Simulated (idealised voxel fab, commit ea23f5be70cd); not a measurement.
The name of this process module is voxel fin reveal.
FYI the section here is cut, 145 nm wide, cells are 5 nm squares.
For the purposes of this document, a cross-section shall be understood as a grid of square cells, specified as bands listed in top-to-bottom order, each band consisting of one or more rows of cells. Quick guide to a band line: top height, bottom height (nm) up front; then every material left to right with its width in nm. Only one material and it's marked "edge to edge"? Then it fills the band edge to edge. And "blank" just means empty space. Zero point of the height axis is 0; under it, received wafer = one material. Lowest band: continues down indefinitely, "0 -> down". A width such as "30..40" changes by the same amount from each row of cells to the next, from the band's top row to its bottom row. You'll sometimes find "changes: none" written for a step, and that's the way of saying that nowhere in the cross-section did a cell change during that step. "Enclosed void entries" - sealed voids, min. 8 cells, no opening to top; format: width x height at distance (distance from left edge; nm throughout). It should be noted that, on the line of a given step, the content following the step's settings is a remark produced by the simulator itself with respect to that step. Steps that use a mask can have "overlay nm" on their line. It says how far the mask sat to the right of where it was meant to be. Negative means to the left.

# Intended process steps
1. RECEIVE (material Si)
2. CONFORMAL_DEP (material SiN; thk nm 10)
3. PATTERN (tone cover; mask id FINS; material resist; width nm 15; pitch nm 40; thk nm 20; overlay nm -15)
4. DIRECTIONAL_ETCH (etch materials SiN; depth nm 10)
5. DIRECTIONAL_ETCH (etch materials Si; depth nm 35)
6. STRIP (etch materials resist)
7. FILL_DEP (material SiO2; thk nm 5)
8. CMP (height nm 10)
9. SELECTIVE_ETCH (etch materials SiO2; depth nm 20)
10. STRIP (etch materials SiN)
11. CONFORMAL_DEP (material HfO2; thk nm 5)
Across this set of wafers, the varied parameter is the overlay nm of step 3. Starting conditions are identical for every wafer, and the plan reports the value assigned to the first wafer.

# Received wafers, first of several: cross-section after step 1
	0 -> down: Si edge to edge
	Enclosed void entries: none

# Every row in this table is a wafer at the end of the module, and it gives, for each of the materials, the cells that wafer has gained (+) or lost (-) since it was received, then its closed voids
overlay nm -15 | +37 HfO2 | -161 Si | +115 SiO2 | Enclosed void entries: none
overlay nm -10 | +37 HfO2 | -161 Si | +115 SiO2 | Enclosed void entries: none
overlay nm -5 | +37 HfO2 | -161 Si | +115 SiO2 | Enclosed void entries: none
overlay nm 0 | +37 HfO2 | -161 Si | +115 SiO2 | Enclosed void entries: none
overlay nm 5 | +37 HfO2 | -161 Si | +115 SiO2 | Enclosed void entries: none
overlay nm 10 | +37 HfO2 | -161 Si | +115 SiO2 | Enclosed void entries: none
overlay nm 15 | +37 HfO2 | -161 Si | +115 SiO2 | Enclosed void entries: none
